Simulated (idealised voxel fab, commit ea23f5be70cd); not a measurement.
process module | voxel ribs on slabs
cross-section cut | 235 nm wide | cells 5 nm
A cross-section is a grid of square cells, given in bands from the top down. A band is one or more rows of cells.
Each band's line starts with the height of the band's top and of its bottom, in nm. Then come its materials from left to right, each with its width in nm. One material with "throughout" fills the band from edge to edge. "air" is empty space.
Height 0 is the level under which the wafer as received is all one material. The lowest band goes on downwards, as in "0 down".
A width such as "30 to 40" changes by the same amount from each row of cells to the next, from the band's top row to its bottom row.
"no change" after a step means that no cell of the cross-section changed.
closed voids: empty space of 8 cells or more with no open way to the top, each as width x height at its distance from the left edge, in nm
after a step's settings: what the simulator itself notes on the step
overlay nm, on a step with a mask: how far to the right of its planned place the mask lay; to the left if negative
plan
1 op RECEIVE | material Si
2 op DIRECTIONAL_DEP | material SiO2 | thk nm 30
3 op DIRECTIONAL_DEP | material SiN | thk nm 20
4 op PATTERN | tone cover | mask id RIB | material resist | width nm 25 | thk nm 20 | overlay nm 0
5 op DIRECTIONAL_ETCH | etch materials SiN | depth nm 15
6 op STRIP | etch materials resist
7 op DIRECTIONAL_DEP | material aC | thk nm 15
8 op PATTERN | tone cover | mask id SLAB | material resist | width nm 65 | thk nm 35 | overlay nm 0
9 op DIRECTIONAL_ETCH | etch materials aC | depth nm 15
10 op STRIP | etch materials resist
11 op DIRECTIONAL_ETCH | etch materials SiN | depth nm 5
12 op STRIP | etch materials aC
13 op FILL_DEP | material SiO2 | thk nm 25
14 op CMP | height nm 65
15 op DIRECTIONAL_DEP | material W | thk nm 5
16 op MASKED_ETCH | tone cover | mask id HEATER | width nm 35 | etch materials W | depth nm 5 | overlay nm 0
17 op CONFORMAL_DEP | material SiO2 | thk nm 5
as received, after step 1
  0 down: Si throughout
  closed voids: none
first wafer at the end, as planned
  75 to 70: air 95 | SiO2 45 | air 95
  70 to 65: SiO2 100 | W 35 | SiO2 100
  65 to 50: SiO2 throughout
  50 to 35: SiO2 105 | SiN 25 | SiO2 105
  35 to 30: SiO2 85 | SiN 65 | SiO2 85
  30 to 0: SiO2 throughout
  0 down: Si throughout
  closed voids: none
second wafer at the end: like start, like plan, one mistake
  75 to 70: air 95 | SiO2 45 | air 95
  70 to 65: SiO2 100 | W 35 | SiO2 100
  65 to 45: SiO2 throughout
  45 to 35: SiO2 105 | SiN 25 | SiO2 105
  35 to 30: SiO2 85 | SiN 65 | SiO2 85
  30 to 0: SiO2 throughout
  0 down: Si throughout
  closed voids: none
what went wrong: steps 6 and 7 were swapped
at the end the second wafer has, in cells: 5 fewer of SiN | 5 more of SiO2
